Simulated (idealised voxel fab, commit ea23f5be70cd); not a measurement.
process module | voxel gate over fins
cross-section cut | 150 nm wide | cells 5 nm
A cross-section is a grid of square cells, given in bands from the top down. A band is one or more rows of cells.
Each band's line starts with the height of the band's top and of its bottom, in nm. Then come its materials from left to right, each with its width in nm. One material with "throughout" fills the band from edge to edge. "air" is empty space.
Height 0 is the level under which the wafer as received is all one material. The lowest band goes on downwards, as in "0 down".
A width such as "30 to 40" changes by the same amount from each row of cells to the next, from the band's top row to its bottom row.
"no change" after a step means that no cell of the cross-section changed.
closed voids: empty space of 8 cells or more with no open way to the top, each as width x height at its distance from the left edge, in nm
after a step's settings: what the simulator itself notes on the step
overlay nm, on a step with a mask: how far to the right of its planned place the mask lay; to the left if negative
plan
1 op RECEIVE | material Si
2 op CONFORMAL_DEP | material SiN | thk nm 10
3 op DIRECTIONAL_DEP | material aC | thk nm 15
4 op PATTERN | tone cover | mask id FINS | material resist | width nm 15 | pitch nm 35 | thk nm 35 | overlay nm 0
5 op DIRECTIONAL_ETCH | etch materials aC | depth nm 15
6 op STRIP | etch materials resist
7 op DIRECTIONAL_ETCH | etch materials SiN | depth nm 10
8 op DIRECTIONAL_ETCH | etch materials Si | depth nm 35
9 op STRIP | etch materials aC
10 op OXIDIZE | depth nm 5
11 op FILL_DEP | material SiO2 | thk nm 15
12 op CMP | height nm 10
13 op SELECTIVE_ETCH | etch materials SiO2 | depth nm 25
14 op STRIP | etch materials SiN
15 op CONFORMAL_DEP | material HfO2 | thk nm 5
16 op CONFORMAL_DEP | material TiN | thk nm 5
17 op FILL_DEP | material W | thk nm 10
18 op CMP | height nm 15
19 op CONFORMAL_DEP | material SiCN | thk nm 5
as received, after step 1
  0 down: Si throughout
  closed voids: none
first wafer at the end, as planned
  20 to 15: SiCN throughout
  15 to 10: W throughout
  10 to 5: W 45 | TiN 25 | W 10 | TiN 25 | W 45
  5 to 0: W 45 | TiN 5 | HfO2 15 | TiN 5 | W 10 | TiN 5 | HfO2 15 | TiN 5 | W 45
  0 to -5: W 45 | TiN 5 | HfO2 5 | Si 5 | HfO2 5 | TiN 5 | W 10 | TiN 5 | HfO2 5 | Si 5 | HfO2 5 | TiN 5 | W 45
  -5 to -10: TiN 50 | HfO2 5 | Si 5 | HfO2 5 | TiN 20 | HfO2 5 | Si 5 | HfO2 5 | TiN 50
  -10 to -15: HfO2 55 | Si 5 | HfO2 30 | Si 5 | HfO2 55
  -15 to -40: SiO2 55 | Si 5 | SiO2 30 | Si 5 | SiO2 55
  -40 down: Si throughout
  closed voids: none
second wafer at the end: like start, like plan, one mistake
  20 to 15: SiCN throughout
  15 to 10: W throughout
  10 to 5: W 45 | HfO2 25 | W 10 | HfO2 25 | W 45
  5 to 0: W 45 | HfO2 5 | TiN 15 | HfO2 5 | W 10 | HfO2 5 | TiN 15 | HfO2 5 | W 45
  0 to -5: W 45 | HfO2 5 | TiN 5 | Si 5 | TiN 5 | HfO2 5 | W 10 | HfO2 5 | TiN 5 | Si 5 | TiN 5 | HfO2 5 | W 45
  -5 to -10: HfO2 50 | TiN 5 | Si 5 | TiN 5 | HfO2 20 | TiN 5 | Si 5 | TiN 5 | HfO2 50
  -10 to -15: TiN 55 | Si 5 | TiN 30 | Si 5 | TiN 55
  -15 to -40: SiO2 55 | Si 5 | SiO2 30 | Si 5 | SiO2 55
  -40 down: Si throughout
  closed voids: none
what went wrong: steps 15 and 16 were swapped
at the end the second wafer has, in cells: as many of each material as the first, in other places
